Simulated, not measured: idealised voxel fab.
Process module under the name voxel tone inversion
Square cells of 5 nm make up the cross-section cut, whose width is 220 nm.
A cross-section in this document is a grid of square cells, and it is written down as bands, the top band listed before the ones below it; a band is made up of one or more rows of cells.
Within each band entry, the heights of the top and of the bottom of the band appear first, in that order and in nm; the materials of the band then follow from left to right, each with its corresponding width in nm. The designation "edge to edge" on a single material indicates that it fills the band from edge to edge; the designation "blank" indicates empty space.
Note: height 0 marks the level under which the wafer is uniformly one material as received. Lowest band unbounded below, written "0 -> down".
Quick explanation for "30->40": the width changes in equal steps down the rows of cells, from the first number in the band's top row to the second number in its bottom row.
Basically "remains unaltered" means that step didn't change any cell in the cross-section.
The label "Enclosed internal cavities" introduces a list of the empty spaces, 8 cells or larger, that have no open way up to the top; each entry in it reads width x height at distance, where the distance is taken from the left edge and all three are stated in nm.
That trailing text on a step's line, after the settings, is the simulator's own remark on the step.
overlay nm, on a step with a mask: how far to the right of its planned place the mask lay; to the left if negative

Below is the list of planned process steps:
1. op RECEIVE | material Si
2. op CONFORMAL_DEP | material SiN | thk nm 5
3. op DIRECTIONAL_DEP | material polySi | thk nm 25
4. op PATTERN | tone cover | mask id POSTS | material resist | width nm 25 | pitch nm 45 | thk nm 30 | overlay nm -15
5. op DIRECTIONAL_ETCH | etch materials polySi | depth nm 25
6. op STRIP | etch materials resist
7. op FILL_DEP | material SiO2 | thk nm 10
8. op CMP | height nm 30
9. op STRIP | etch materials polySi
10. op CONFORMAL_DEP | material TiN | thk nm 5
11. op FILL_DEP | material W | thk nm 5
12. op CMP | height nm 30
13. op CONFORMAL_DEP | material SiCN | thk nm 5
Where the wafers of this document differ is in the overlay nm of step 4; they start out the same, and the plan states the value that applied to the first wafer.

This is how the first of several wafers looked in cross-section when it arrived, which is after step 1:
    0 -> down: Si edge to edge
    Enclosed internal cavities: none

The figure below presents a cross-section of the first of several wafers at the conclusion of the module, following its last step, step 13:
    35 -> 30: SiCN edge to edge
    30 -> 10: SiO2: 15  TiN: 5  W: 15  TiN: 5  SiO2: 20  TiN: 5  W: 15  TiN: 5  SiO2: 20  TiN: 5  W: 15  TiN: 5  SiO2: 20  TiN: 5  W: 15  TiN: 5  SiO2: 45
    10 -> 5: SiO2: 15  TiN: 25  SiO2: 20  TiN: 25  SiO2: 20  TiN: 25  SiO2: 20  TiN: 25  SiO2: 45
    5 -> 0: SiN edge to edge
    0 -> down: Si edge to edge
    Enclosed internal cavities: none

Last wafer, end of module, cross-section:
    35 -> 30: SiCN edge to edge
    30 -> 10: SiO2: 45  TiN: 5  W: 15  TiN: 5  SiO2: 20  TiN: 5  W: 15  TiN: 5  SiO2: 20  TiN: 5  W: 15  TiN: 5  SiO2: 20  TiN: 5  W: 15  TiN: 5  SiO2: 15
    10 -> 5: SiO2: 45  TiN: 25  SiO2: 20  TiN: 25  SiO2: 20  TiN: 25  SiO2: 20  TiN: 25  SiO2: 15
    5 -> 0: SiN edge to edge
    0 -> down: Si edge to edge
    Enclosed internal cavities: none

So in this table every wafer gets its own row, and what you see is where it stands at the end of the module: for each material, how many cells it picked up (+) or gave up (-) since we received it, and after that its closed voids:
overlay nm -15; +44 SiCN; +44 SiN; +120 SiO2; +52 TiN; +48 W; Enclosed internal cavities: none
overlay nm -10; +44 SiCN; +44 SiN; +120 SiO2; +52 TiN; +48 W; Enclosed internal cavities: none
overlay nm -5; +44 SiCN; +44 SiN; +120 SiO2; +52 TiN; +48 W; Enclosed internal cavities: none
overlay nm 0; +44 SiCN; +44 SiN; +120 SiO2; +52 TiN; +48 W; Enclosed internal cavities: none
overlay nm 5; +44 SiCN; +44 SiN; +120 SiO2; +52 TiN; +48 W; Enclosed internal cavities: none
overlay nm 10; +44 SiCN; +44 SiN; +120 SiO2; +52 TiN; +48 W; Enclosed internal cavities: none
overlay nm 15; +44 SiCN; +44 SiN; +120 SiO2; +52 TiN; +48 W; Enclosed internal cavities: none
